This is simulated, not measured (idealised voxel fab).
Title: Process Module voxel quadruple lines
Shown is cross-section cut, with a width of 150 nm and square cells of size 5 nm.
Just so we're on the same page, the cross-sections are grids of square cells, and they're listed out in bands top to bottom, each band one or more rows deep.
First you get the band's top height and its bottom height, in nm, and then the materials it's made of, left to right, with each width in nm. If you see a single material with "all across", that one covers the band edge to edge. "empty" is empty space.
Heights from 0 (as-received wafer is one material below). Bottom band endless downward, as "top 0, no bottom".
When a width is written as two numbers, as in "30..40", the first number is the width in the top row of cells of the band and the second is the width in its bottom row, and the width changes by the same amount from each row to the next.
Step note "stayed the same" = no cross-section cell changed.
Closed-off voids of 8+ cells (no open route to the top) go in "closed voids", written width x height at distance from the left edge, in nm.
On each step's line, the part that comes after the settings is the simulator's own comment on the step.
A step line may carry the setting "overlay nm", which, for steps involving a mask, states the distance by which the mask lay to the right of its intended position; negative values denote displacement to the left.
So here's the lineup of process steps we planned
1. RECEIVE [material Si]
2. CONFORMAL_DEP [material Al2O3] [thk nm 10]
3. DIRECTIONAL_DEP [material W] [thk nm 10]
4. DIRECTIONAL_DEP [material polySi] [thk nm 20]
5. DIRECTIONAL_DEP [material aC] [thk nm 20]
6. PATTERN [tone cover] [mask id MANDREL] [material resist] [width nm 30] [thk nm 30] [overlay nm 0]
7. DIRECTIONAL_ETCH [etch materials aC] [depth nm 20]
8. STRIP [etch materials resist]
9. CONFORMAL_DEP [material SiO2] [thk nm 10]
10. DIRECTIONAL_ETCH [etch materials SiO2] [depth nm 10]
11. STRIP [etch materials aC]
12. DIRECTIONAL_ETCH [etch materials polySi] [depth nm 20]
13. STRIP [etch materials SiO2]
14. CONFORMAL_DEP [material SiCN] [thk nm 10]
15. DIRECTIONAL_ETCH [etch materials SiCN] [depth nm 10]
16. STRIP [etch materials polySi]
17. DIRECTIONAL_ETCH [etch materials W] [depth nm 10]
18. STRIP [etch materials SiCN]
The first of the two wafers, which ran as planned
This is the cross-section of the wafer as we received it, i.e. after step 1
  top 0, no bottom  Si all across
  closed voids: none
The following cross-section depicts the wafer upon completion of step 2
  top 10, bottom 0  Al2O3 all across
  Rest of section, below 0: as before.
The following cross-section depicts the wafer upon completion of step 3
  top 20, bottom 10  W all across
  Rest of section, below 10: as before.
The following cross-section depicts the wafer upon completion of step 4
  top 40, bottom 20  polySi all across
  Rest of section, below 20: as before.
The following cross-section depicts the wafer upon completion of step 5
  top 60, bottom 40  aC all across
  Rest of section, below 40: as before.
The following cross-section depicts the wafer upon completion of step 6
  top 90, bottom 60  empty=60 / resist=30 / empty=60
  Rest of section, below 60: as before.
The following cross-section depicts the wafer upon completion of step 7
  top 70, bottom 60  empty=60 / resist=30 / empty=60
  top 60, bottom 40  empty=60 / aC=30 / empty=60
  Rest of section, below 40: as before.
The following cross-section depicts the wafer upon completion of step 8
  top 60, bottom 40  empty=60 / aC=30 / empty=60
  Rest of section, below 40: as before.
The following cross-section depicts the wafer upon completion of step 9
  top 70, bottom 60  empty=50 / SiO2=50 / empty=50
  top 60, bottom 50  empty=50 / SiO2=10 / aC=30 / SiO2=10 / empty=50
  top 50, bottom 40  SiO2=60 / aC=30 / SiO2=60
  Rest of section, below 40: as before.
The following cross-section depicts the wafer upon completion of step 10
  top 60, bottom 40  empty=50 / SiO2=10 / aC=30 / SiO2=10 / empty=50
  Rest of section, below 40: as before.
The following cross-section depicts the wafer upon completion of step 11
  top 60, bottom 40  empty=50 / SiO2=10 / empty=30 / SiO2=10 / empty=50
  Rest of section, below 40: as before.
The following cross-section depicts the wafer upon completion of step 12
  top 60, bottom 40  empty=50 / SiO2=10 / empty=30 / SiO2=10 / empty=50
  top 40, bottom 20  empty=50 / polySi=10 / empty=30 / polySi=10 / empty=50
  Rest of section, below 20: as before.
The following cross-section depicts the wafer upon completion of step 13
  top 40, bottom 20  empty=50 / polySi=10 / empty=30 / polySi=10 / empty=50
  Rest of section, below 20: as before.
The following cross-section depicts the wafer upon completion of step 14
  top 50, bottom 40  empty=40 / SiCN=30 / empty=10 / SiCN=30 / empty=40
  top 40, bottom 30  empty=40 / SiCN=10 / polySi=10 / SiCN=10 / empty=10 / SiCN=10 / polySi=10 / SiCN=10 / empty=40
  top 30, bottom 20  SiCN=50 / polySi=10 / SiCN=30 / polySi=10 / SiCN=50
  Rest of section, below 20: as before.
The following cross-section depicts the wafer upon completion of step 15
  top 40, bottom 20  empty=40 / SiCN=10 / polySi=10 / SiCN=10 / empty=10 / SiCN=10 / polySi=10 / SiCN=10 / empty=40
  Rest of section, below 20: as before.
The following cross-section depicts the wafer upon completion of step 16
  top 40, bottom 20  empty=40 / SiCN=10 / empty=10 / SiCN=10 / empty=10 / SiCN=10 / empty=10 / SiCN=10 / empty=40
  Rest of section, below 20: as before.
The following cross-section depicts the wafer upon completion of step 17
  top 40, bottom 20  empty=40 / SiCN=10 / empty=10 / SiCN=10 / empty=10 / SiCN=10 / empty=10 / SiCN=10 / empty=40
  top 20, bottom 10  empty=40 / W=10 / empty=10 / W=10 / empty=10 / W=10 / empty=10 / W=10 / empty=40
  Rest of section, below 10: as before.
The following cross-section depicts the wafer upon completion of step 18
  top 20, bottom 10  empty=40 / W=10 / empty=10 / W=10 / empty=10 / W=10 / empty=10 / W=10 / empty=40
  Rest of section, below 10: as before.
The Second Wafer: Common Origin and Plan, One Mistake in Execution, Identical to the First Through Step 5
Second wafer, section view, time point: scheduled end of step 6
  top 90, bottom 60  empty=55 / resist=40 / empty=55
  Rest of section, below 60: as before.
Second wafer, section view, time point: scheduled end of step 7
  top 70, bottom 60  empty=55 / resist=40 / empty=55
  top 60, bottom 40  empty=55 / aC=40 / empty=55
  Rest of section, below 40: as before.
Second wafer, section view, time point: scheduled end of step 8
  top 60, bottom 40  empty=55 / aC=40 / empty=55
  Rest of section, below 40: as before.
Second wafer, section view, time point: scheduled end of step 9
  top 70, bottom 60  empty=45 / SiO2=60 / empty=45
  top 60, bottom 50  empty=45 / SiO2=10 / aC=40 / SiO2=10 / empty=45
  top 50, bottom 40  SiO2=55 / aC=40 / SiO2=55
  Rest of section, below 40: as before.
Second wafer, section view, time point: scheduled end of step 10
  top 60, bottom 40  empty=45 / SiO2=10 / aC=40 / SiO2=10 / empty=45
  Rest of section, below 40: as before.
Second wafer, section view, time point: scheduled end of step 11
  top 60, bottom 40  empty=45 / SiO2=10 / empty=40 / SiO2=10 / empty=45
  Rest of section, below 40: as before.
Second wafer, section view, time point: scheduled end of step 12
  top 60, bottom 40  empty=45 / SiO2=10 / empty=40 / SiO2=10 / empty=45
  top 40, bottom 20  empty=45 / polySi=10 / empty=40 / polySi=10 / empty=45
  Rest of section, below 20: as before.
Second wafer, section view, time point: scheduled end of step 13
  top 40, bottom 20  empty=45 / polySi=10 / empty=40 / polySi=10 / empty=45
  Rest of section, below 20: as before.
Second wafer, section view, time point: scheduled end of step 14
  top 50, bottom 40  empty=35 / SiCN=30 / empty=20 / SiCN=30 / empty=35
  top 40, bottom 30  empty=35 / SiCN=10 / polySi=10 / SiCN=10 / empty=20 / SiCN=10 / polySi=10 / SiCN=10 / empty=35
  top 30, bottom 20  SiCN=45 / polySi=10 / SiCN=40 / polySi=10 / SiCN=45
  Rest of section, below 20: as before.
Second wafer, section view, time point: scheduled end of step 15
  top 40, bottom 20  empty=35 / SiCN=10 / polySi=10 / SiCN=10 / empty=20 / SiCN=10 / polySi=10 / SiCN=10 / empty=35
  Rest of section, below 20: as before.
Second wafer, section view, time point: scheduled end of step 16
  top 40, bottom 20  empty=35 / SiCN=10 / empty=10 / SiCN=10 / empty=20 / SiCN=10 / empty=10 / SiCN=10 / empty=35
  Rest of section, below 20: as before.
Second wafer, section view, time point: scheduled end of step 17
  top 40, bottom 20  empty=35 / SiCN=10 / empty=10 / SiCN=10 / empty=20 / SiCN=10 / empty=10 / SiCN=10 / empty=35
  top 20, bottom 10  empty=35 / W=10 / empty=10 / W=10 / empty=20 / W=10 / empty=10 / W=10 / empty=35
  Rest of section, below 10: as before.
Second wafer, section view, time point: scheduled end of step 18
  top 20, bottom 10  empty=35 / W=10 / empty=10 / W=10 / empty=20 / W=10 / empty=10 / W=10 / empty=35
  Rest of section, below 10: as before.
What went wrong in running the wafer? step 6 did not happen as planned, as run it was PATTERN [tone cover] [mask id MANDREL] [material resist] [width nm 40] [thk nm 30] [overlay nm 0]
If you tally the cells, the second wafer ends up with the same amount of every material as the first; it's all just sitting in different places.
